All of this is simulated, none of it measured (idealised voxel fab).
This section sets out a process module, namely voxel fin reveal.
In the cross-section labelled cut, the width is 155 nm and each square cell is 5 nm.
Throughout this document, each cross-section is represented as a grid of square cells and is presented as a sequence of bands enumerated from the top downward, where a band comprises one or more rows of cells.
The band entry comprises the height of the band's top followed by the height of its bottom, expressed in nm, and subsequently the band's materials from left to right, each stated together with its width in nm. Where a single material is marked with the word "all across", that material fills the band from edge to edge. The word "empty" represents empty space.
Measure heights from 0. That's the level where, below it, the as-received wafer is all one material. The lowest band is bottomless and extends downward; write it as in "from 0 down".
Width "30 to 40": first value at the band's top row of cells, second value at its bottom row, equal change from row to row.
Reading "no modifications" for a step: not a cell of the cross-section changed in it.
"Closed internal voids" contains a list of empty spaces, each no smaller than 8 cells and without an open way to the top, written in the form width x height at distance with the distance from the left edge and all three in nm.
It should be noted that, on the line of a given step, the content following the step's settings is a remark produced by the simulator itself with respect to that step.
overlay nm: mask right of planned place by this much (step with mask). Neg. = left.
Planned step list for the process
1 RECEIVE,material Si
2 CONFORMAL_DEP,material SiN,thk nm 5
3 MASKED_ETCH,tone cover,mask id FINS,width nm 15,pitch nm 40,etch materials SiN,depth nm 5,overlay nm 0
4 MASKED_ETCH,tone cover,mask id FINS,width nm 15,pitch nm 40,etch materials Si,depth nm 35,overlay nm 0
5 OXIDIZE,depth nm 5
6 FILL_DEP,material SiO2,thk nm 10
7 CMP,height nm 5
8 SELECTIVE_ETCH,etch materials SiO2,depth nm 30
9 STRIP,etch materials SiN
First wafer, as planned
So this is the incoming wafer in cross-section - it's already been through step 1
* from 0 down = Si all across
* Closed internal voids: none
The following cross-section depicts the wafer upon completion of step 2
* from 5 to 0 = SiN all across
* No changes below 0.
The following cross-section depicts the wafer upon completion of step 3
* from 5 to 0 = 30 nm empty / 15 nm SiN / 25 nm empty / 15 nm SiN / 25 nm empty / 15 nm SiN / 30 nm empty
* No changes below 0.
The following cross-section depicts the wafer upon completion of step 4
* from 5 to 0 = 30 nm empty / 15 nm SiN / 25 nm empty / 15 nm SiN / 25 nm empty / 15 nm SiN / 30 nm empty
* from 0 to -35 = 30 nm empty / 15 nm Si / 25 nm empty / 15 nm Si / 25 nm empty / 15 nm Si / 30 nm empty
* No changes below -35.
The following cross-section depicts the wafer upon completion of step 5
* from 5 to 0 = 30 nm empty / 15 nm SiN / 25 nm empty / 15 nm SiN / 25 nm empty / 15 nm SiN / 30 nm empty
* from 0 to -35 = 30 nm empty / 5 nm SiO2 / 5 nm Si / 5 nm SiO2 / 25 nm empty / 5 nm SiO2 / 5 nm Si / 5 nm SiO2 / 25 nm empty / 5 nm SiO2 / 5 nm Si / 5 nm SiO2 / 30 nm empty
* from -35 to -40 = 35 nm SiO2 / 5 nm Si / 35 nm SiO2 / 5 nm Si / 35 nm SiO2 / 5 nm Si / 35 nm SiO2
* No changes below -40.
The following cross-section depicts the wafer upon completion of step 6
* from 15 to 5 = SiO2 all across
* from 5 to 0 = 30 nm SiO2 / 15 nm SiN / 25 nm SiO2 / 15 nm SiN / 25 nm SiO2 / 15 nm SiN / 30 nm SiO2
* from 0 to -40 = 35 nm SiO2 / 5 nm Si / 35 nm SiO2 / 5 nm Si / 35 nm SiO2 / 5 nm Si / 35 nm SiO2
* No changes below -40.
The following cross-section depicts the wafer upon completion of step 7
* from 5 to 0 = 30 nm SiO2 / 15 nm SiN / 25 nm SiO2 / 15 nm SiN / 25 nm SiO2 / 15 nm SiN / 30 nm SiO2
* No changes below 0.
The following cross-section depicts the wafer upon completion of step 8
* from 5 to 0 = 30 nm empty / 15 nm SiN / 25 nm empty / 15 nm SiN / 25 nm empty / 15 nm SiN / 30 nm empty
* from 0 to -25 = 35 nm empty / 5 nm Si / 35 nm empty / 5 nm Si / 35 nm empty / 5 nm Si / 35 nm empty
* No changes below -25.
The following cross-section depicts the wafer upon completion of step 9
* from 0 to -25 = 35 nm empty / 5 nm Si / 35 nm empty / 5 nm Si / 35 nm empty / 5 nm Si / 35 nm empty
* No changes below -25.
It is to be noted that the second wafer proceeded from the same initial state and according to the same plan as the first, although one mistake was committed in its execution; through step 2, inclusive, the two wafers share an identical history
Second wafer, sectioned view, at step 3's planned end time
* from 5 to 0 = 30 nm SiN / 15 nm empty / 25 nm SiN / 15 nm empty / 25 nm SiN / 15 nm empty / 30 nm SiN
* No changes below 0.
Second wafer, sectioned view, at step 4's planned end time: no modifications
Second wafer, sectioned view, at step 5's planned end time
* from 5 to 0 = 30 nm SiN / 15 nm empty / 25 nm SiN / 15 nm empty / 25 nm SiN / 15 nm empty / 30 nm SiN
* from 0 to -5 = 25 nm Si / 25 nm SiO2 / 15 nm Si / 25 nm SiO2 / 15 nm Si / 25 nm SiO2 / 25 nm Si
* No changes below -5.
Second wafer, sectioned view, at step 6's planned end time
* from 15 to 5 = SiO2 all across
* from 5 to 0 = 30 nm SiN / 15 nm SiO2 / 25 nm SiN / 15 nm SiO2 / 25 nm SiN / 15 nm SiO2 / 30 nm SiN
* No changes below 0.
Second wafer, sectioned view, at step 7's planned end time
* from 5 to 0 = 30 nm SiN / 15 nm SiO2 / 25 nm SiN / 15 nm SiO2 / 25 nm SiN / 15 nm SiO2 / 30 nm SiN
* No changes below 0.
Second wafer, sectioned view, at step 8's planned end time
* from 5 to 0 = 30 nm SiN / 15 nm empty / 25 nm SiN / 15 nm empty / 25 nm SiN / 15 nm empty / 30 nm SiN
* from 0 to -5 = 25 nm Si / 25 nm empty / 15 nm Si / 25 nm empty / 15 nm Si / 25 nm empty / 25 nm Si
* No changes below -5.
Second wafer, sectioned view, at step 9's planned end time
* from 0 to -5 = 25 nm Si / 25 nm empty / 15 nm Si / 25 nm empty / 15 nm Si / 25 nm empty / 25 nm Si
* No changes below -5.
Heads up, the wafer didn't run the way we planned it: step 3 changed vs plan, executed as MASKED_ETCH,tone open,mask id FINS,width nm 15,pitch nm 40,etch materials SiN,depth nm 5,overlay nm 0
The closing comparison, in cells, has the second wafer with more or fewer of some materials than the first: 209 more of Si | 84 fewer of SiO2
